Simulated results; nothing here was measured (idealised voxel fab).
A process module follows: voxel gate over fins.
Cross-section cut: width 190 nm, square cells of 5 nm.
Bands, listed from the top down, are how a cross-section gets written in this document; the cross-section itself is a grid of square cells, and a band is one or more rows of them.
Top, bottom (nm), then materials left to right with widths (nm); lone material tagged "everywhere" fills the whole band edge to edge; "air" = empty space.
Heights are expressed relative to 0, this being the level below which the as-received wafer comprises one material exclusively. The lowest band is unbounded in the downward direction and is denoted as in "0 and below".
The width entry "30->40" should be interpreted row by row: the top row of cells in the band takes the first number, the bottom row takes the second number, and the change between adjacent rows is uniform throughout.
For the purposes of this document, the phrase "remained unchanged" attached to a step denotes that no cell within the cross-section was modified by that step.
"Fully closed voids" contains a list of empty spaces, each no smaller than 8 cells and without an open way to the top, written in the form width x height at distance with the distance from the left edge and all three in nm.
Past the settings on a step's line: simulator remark, on that step.
The "overlay nm" setting may appear on a step's line; for a step that uses a mask, it gives how far to the right of its planned position the mask lay, and a negative value indicates the left.

[Listed below are the process steps as planned]
| 1 | RECEIVE with material Si |
| 2 | CONFORMAL_DEP with material SiN, thk nm 5 |
| 3 | DIRECTIONAL_DEP with material aC, thk nm 15 |
| 4 | PATTERN with tone cover, mask id FINS, material resist, width nm 15, pitch nm 40, thk nm 30, overlay nm 0 |
| 5 | DIRECTIONAL_ETCH with etch materials aC, depth nm 15 |
| 6 | STRIP with etch materials resist |
| 7 | DIRECTIONAL_ETCH with etch materials SiN, depth nm 5 |
| 8 | DIRECTIONAL_ETCH with etch materials Si, depth nm 35 |
| 9 | STRIP with etch materials aC |
| 10 | FILL_DEP with material SiO2, thk nm 15 |
| 11 | CMP with height nm 5 |
| 12 | SELECTIVE_ETCH with etch materials SiO2, depth nm 15 |
| 13 | STRIP with etch materials SiN |
| 14 | CONFORMAL_DEP with material HfO2, thk nm 5 |
| 15 | CONFORMAL_DEP with material TiN, thk nm 5 |
| 16 | FILL_DEP with material W, thk nm 15 |
| 17 | CMP with height nm 20 |
| 18 | CONFORMAL_DEP with material SiN, thk nm 10 |
Split variable: width nm, step 4. Plan value = first wafer. Wafers start alike.

[The first of several wafers, as received after step 1, seen in section]
	0 and below: Si everywhere
	Fully closed voids: none

[So in this table every wafer gets its own row, and what you see is where it stands at the end of the module: for each material, how many cells it picked up (+) or gave up (-) since we received it, and after that its closed voids]
width nm 15 | +46 HfO2 | -224 Si | +76 SiN | +160 SiO2 | +46 TiN | +124 W | Fully closed voids: none
width nm 20 | +46 HfO2 | -210 Si | +76 SiN | +150 SiO2 | +46 TiN | +120 W | Fully closed voids: none
width nm 25 | +46 HfO2 | -196 Si | +76 SiN | +140 SiO2 | +44 TiN | +118 W | Fully closed voids: none
